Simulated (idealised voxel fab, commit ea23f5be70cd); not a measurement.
A process module follows: voxel spacer lines.
250 nm wide, 5 nm square cells: that's cross-section cut.
How to read a cross-section here: the picture is a grid of square cells, written as bands going from the top down, and any band can span one or more rows of cells. Heads up on the band format: heights come first, top then bottom, in nm. After that it's the materials left to right, each with its width in nm. A single material flagged "all across" fills the whole band edge to edge, and "empty" means there's empty space there. Zero point of the height axis is 0; under it, received wafer = one material. Lowest band: continues down indefinitely, "0 nm and below". When a width is written as two numbers, as in "30 to 40", the first number is the width in the top row of cells of the band and the second is the width in its bottom row, and the width changes by the same amount from each row to the next. Step marked "remained the same"? Then no cell in the cross-section changed in it. Entry "Enclosed void listing". Content: empty spaces with no open connection to the top, size 8 cells or greater. Each: width x height at distance. Distance: from left edge. Unit: nm. Past the settings on a step's line: simulator remark, on that step. overlay nm: mask right of planned place by this much (step with mask). Neg. = left.

-- The steps planned for the process are as follows
1. RECEIVE (material Si)
2. CONFORMAL_DEP (material Al2O3; thk nm 10)
3. DIRECTIONAL_DEP (material SiN; thk nm 20)
4. DIRECTIONAL_DEP (material aC; thk nm 20)
5. PATTERN (tone cover; mask id MANDREL; material resist; width nm 15; pitch nm 50; thk nm 30; overlay nm 0)
6. DIRECTIONAL_ETCH (etch materials aC; depth nm 20)
7. STRIP (etch materials resist)
8. CONFORMAL_DEP (material SiO2; thk nm 10)
9. DIRECTIONAL_ETCH (etch materials SiO2; depth nm 10)
10. STRIP (etch materials aC)
11. DIRECTIONAL_ETCH (etch materials SiN; depth nm 20)
12. STRIP (etch materials SiO2)
13. FILL_DEP (material lowk; thk nm 5)
14. CMP (height nm 30)
Be aware that, although all wafers share a common starting state, the width nm at step 5 differs among them, and the plan displays the first wafer's value.

-- Incoming state of the first of several wafers in cross-section: after step 1
  0 nm and below  Si all across
  Enclosed void listing: none

-- Cross-section after step 14, the final step of the module, for the first of several wafers
  30 nm to 10 nm  55 nm lowk, 10 nm SiN, 15 nm lowk, 10 nm SiN, 15 nm lowk, 10 nm SiN, 15 nm lowk, 10 nm SiN, 15 nm lowk, 10 nm SiN, 15 nm lowk, 10 nm SiN, 60 nm lowk
  10 nm to 0 nm  Al2O3 all across
  0 nm and below  Si all across
  Enclosed void listing: none

-- Cross-sectional view of the final wafer of several at the module's end
  30 nm to 10 nm  50 nm lowk, 10 nm SiN, 30 nm lowk, 20 nm SiN, 30 nm lowk, 20 nm SiN, 30 nm lowk, 10 nm SiN, 50 nm lowk
  10 nm to 0 nm  Al2O3 all across
  0 nm and below  Si all across
  Enclosed void listing: none

-- The following table contains a row per wafer, in which are reported, at the conclusion of the module, the cells of each material gained (+) or lost (-) since the wafer's receipt, with its closed voids given thereafter
width nm 15, +100 Al2O3, +48 SiN, +152 lowk, Enclosed void listing: none
width nm 20, +100 Al2O3, +48 SiN, +152 lowk, Enclosed void listing: none
width nm 25, +100 Al2O3, +48 SiN, +152 lowk, Enclosed void listing: none
width nm 30, +100 Al2O3, +48 SiN, +152 lowk, Enclosed void listing: none
